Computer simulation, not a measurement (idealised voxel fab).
process module | voxel self aligned vias
cross-section cut | 220 nm wide | cells 5 nm
A cross-section is a grid of square cells, given in bands from the top down. A band is one or more rows of cells.
Each band's line starts with the height of the band's top and of its bottom, in nm. Then come its materials from left to right, each with its width in nm. One material with "throughout" fills the band from edge to edge. "air" is empty space.
Height 0 is the level under which the wafer as received is all one material. The lowest band goes on downwards, as in "0 down".
A width such as "30 to 40" changes by the same amount from each row of cells to the next, from the band's top row to its bottom row.
"no change" after a step means that no cell of the cross-section changed.
closed voids: empty space of 8 cells or more with no open way to the top, each as width x height at its distance from the left edge, in nm
after a step's settings: what the simulator itself notes on the step
overlay nm, on a step with a mask: how far to the right of its planned place the mask lay; to the left if negative
plan
1 op RECEIVE | material Si
2 op CONFORMAL_DEP | material SiO2 | thk nm 10
3 op CONFORMAL_DEP | material SiCN | thk nm 5
4 op DIRECTIONAL_DEP | material SiO2 | thk nm 20
5 op MASKED_ETCH | tone open | mask id LINES | width nm 20 | pitch nm 60 | etch materials SiO2 | depth nm 20 | overlay nm 0
6 op CONFORMAL_DEP | material TiN | thk nm 5
7 op FILL_DEP | material W | thk nm 5
8 op CMP | height nm 35
9 op SELECTIVE_ETCH | etch materials W Ru TiN | depth nm 10
10 op FILL_DEP | material SiN | thk nm 5
11 op CMP | height nm 35
12 op DIRECTIONAL_DEP | material SiO2 | thk nm 15
13 op DIRECTIONAL_DEP | material aC | thk nm 15
14 op PATTERN | tone open | mask id VIAS | material resist | width nm 40 | pitch nm 120 | thk nm 30 | overlay nm 0
15 op DIRECTIONAL_ETCH | etch materials aC | depth nm 15
16 op STRIP | etch materials resist
17 op DIRECTIONAL_ETCH | etch materials SiO2 | depth nm 15
18 op DIRECTIONAL_ETCH | etch materials SiN | depth nm 10
19 op STRIP | etch materials aC
20 op CONFORMAL_DEP | material TiN | thk nm 5
21 op FILL_DEP | material W | thk nm 5
22 op CMP | height nm 50
23 op CONFORMAL_DEP | material SiCN | thk nm 5
as received, after step 1
  0 down: Si throughout
  closed voids: none
first wafer at the end, as planned
  55 to 50: SiCN throughout
  50 to 40: SiO2 30 | TiN 5 | W 30 | TiN 5 | SiO2 80 | TiN 5 | W 30 | TiN 5 | SiO2 30
  40 to 35: SiO2 30 | TiN 15 | W 10 | TiN 15 | SiO2 80 | TiN 15 | W 10 | TiN 15 | SiO2 30
  35 to 30: SiO2 40 | TiN 5 | W 10 | TiN 5 | SiO2 40 | SiN 20 | SiO2 40 | TiN 5 | W 10 | TiN 5 | SiO2 40
  30 to 25: SiO2 40 | TiN 20 | SiO2 40 | SiN 20 | SiO2 40 | TiN 20 | SiO2 40
  25 to 20: SiO2 40 | TiN 5 | W 10 | TiN 5 | SiO2 40 | TiN 5 | W 10 | TiN 5 | SiO2 40 | TiN 5 | W 10 | TiN 5 | SiO2 40
  20 to 15: SiO2 40 | TiN 20 | SiO2 40 | TiN 20 | SiO2 40 | TiN 20 | SiO2 40
  15 to 10: SiCN throughout
  10 to 0: SiO2 throughout
  0 down: Si throughout
  closed voids: none
second wafer at the end: like start, like plan, one mistake
  55 to 50: SiCN throughout
  50 to 40: SiO2 25 | TiN 5 | W 30 | TiN 5 | SiO2 80 | TiN 5 | W 30 | TiN 5 | SiO2 35
  40 to 35: SiO2 25 | TiN 20 | W 10 | TiN 10 | SiO2 80 | TiN 20 | W 10 | TiN 10 | SiO2 35
  35 to 30: SiO2 40 | TiN 5 | W 10 | TiN 5 | SiO2 40 | SiN 20 | SiO2 40 | TiN 5 | W 10 | TiN 5 | SiO2 40
  30 to 25: SiO2 40 | TiN 20 | SiO2 40 | SiN 20 | SiO2 40 | TiN 20 | SiO2 40
  25 to 20: SiO2 40 | TiN 5 | W 10 | TiN 5 | SiO2 40 | TiN 5 | W 10 | TiN 5 | SiO2 40 | TiN 5 | W 10 | TiN 5 | SiO2 40
  20 to 15: SiO2 40 | TiN 20 | SiO2 40 | TiN 20 | SiO2 40 | TiN 20 | SiO2 40
  15 to 10: SiCN throughout
  10 to 0: SiO2 throughout
  0 down: Si throughout
  closed voids: none
what went wrong: step 14 ran as: op PATTERN | tone open | mask id VIAS | material resist | width nm 40 | pitch nm 120 | thk nm 30 | overlay nm -5
at the end the second wafer has, in cells: as many of each material as the first, in other places
